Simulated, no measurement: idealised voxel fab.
process module | voxel capacitor over wiring
cross-section cut | 255 nm wide | cells 5 nm
A cross-section is a grid of square cells, given in bands from the top down. A band is one or more rows of cells.
Each band's line starts with the height of the band's top and of its bottom, in nm. Then come its materials from left to right, each with its width in nm. One material with "throughout" fills the band from edge to edge. "air" is empty space.
Height 0 is the level under which the wafer as received is all one material. The lowest band goes on downwards, as in "0 down".
A width such as "30 to 40" changes by the same amount from each row of cells to the next, from the band's top row to its bottom row.
"no change" after a step means that no cell of the cross-section changed.
closed voids: empty space of 8 cells or more with no open way to the top, each as width x height at its distance from the left edge, in nm
after a step's settings: what the simulator itself notes on the step
overlay nm, on a step with a mask: how far to the right of its planned place the mask lay; to the left if negative
plan
1 op RECEIVE | material Si
2 op CONFORMAL_DEP | material SiO2 | thk nm 15
3 op DIRECTIONAL_DEP | material TiN | thk nm 5
4 op DIRECTIONAL_DEP | material Ru | thk nm 25
5 op MASKED_ETCH | tone cover | mask id METAL_1 | width nm 20 | pitch nm 85 | etch materials Ru | depth nm 25 | overlay nm 0
6 op MASKED_ETCH | tone cover | mask id METAL_1 | width nm 20 | pitch nm 85 | etch materials TiN | depth nm 5 | overlay nm 0
7 op FILL_DEP | material SiO2 | thk nm 10
8 op CMP | height nm 45
9 op CONFORMAL_DEP | material SiCN | thk nm 5
10 op DIRECTIONAL_DEP | material SiO2 | thk nm 20
11 op DIRECTIONAL_DEP | material aC | thk nm 10
12 op PATTERN | tone open | mask id PLUG_1 | material resist | width nm 15 | thk nm 30 | overlay nm 0
13 op DIRECTIONAL_ETCH | etch materials aC | depth nm 10
14 op STRIP | etch materials resist
15 op DIRECTIONAL_ETCH | etch materials SiO2 | depth nm 20
16 op DIRECTIONAL_ETCH | etch materials SiCN | depth nm 5
17 op STRIP | etch materials aC
18 op EPI | material Ru | thk nm 10
19 op EPI | material Ru | thk nm 10
20 op EPI | material Ru | thk nm 5
21 op DIRECTIONAL_DEP | material TiN | thk nm 5
22 op DIRECTIONAL_DEP | material HfO2 | thk nm 5
23 op DIRECTIONAL_DEP | material TiN | thk nm 5
24 op MASKED_ETCH | tone cover | mask id UPPER_PLATE | width nm 70 | etch materials TiN | depth nm 5 | overlay nm 0
25 op MASKED_ETCH | tone cover | mask id UPPER_PLATE | width nm 70 | etch materials HfO2 | depth nm 5 | overlay nm 0
26 op MASKED_ETCH | tone cover | mask id LOWER_PLATE | width nm 80 | etch materials TiN | depth nm 5 | overlay nm 0
27 op FILL_DEP | material SiO2 | thk nm 15
28 op CMP | height nm 95
29 op PATTERN | tone open | mask id PLUG_2 | material resist | width nm 15 | thk nm 15 | overlay nm 0
30 op DIRECTIONAL_ETCH | etch materials SiO2 | depth nm 10
31 op STRIP | etch materials resist
32 op CONFORMAL_DEP | material TiN | thk nm 5
33 op FILL_DEP | material Ru | thk nm 10
34 op CMP | height nm 95
35 op CONFORMAL_DEP | material SiCN | thk nm 5
as received, after step 1
  0 down: Si throughout
  closed voids: none
a wafer at the end: this start, this plan, one mistake
  100 to 95: SiCN throughout
  95 to 90: SiO2 90 | SiCN 5 | Ru 5 | SiCN 5 | SiO2 150
  90 to 85: SiO2 90 | SiCN 15 | SiO2 150
  85 to 80: SiO2 80 | TiN 70 | SiO2 105
  80 to 75: SiO2 80 | HfO2 70 | SiO2 105
  75 to 70: SiO2 75 | TiN 80 | SiO2 100
  70 to 50: SiO2 80 | Ru 15 | SiO2 160
  50 to 45: SiCN 80 | Ru 15 | SiCN 160
  45 to 20: SiO2 75 | Ru 20 | SiO2 65 | Ru 20 | SiO2 75
  20 to 15: SiO2 75 | TiN 20 | SiO2 65 | TiN 20 | SiO2 75
  15 to 0: SiO2 throughout
  0 down: Si throughout
  closed voids: none
what went wrong: step 32 ran as: op CONFORMAL_DEP | material SiCN | thk nm 5
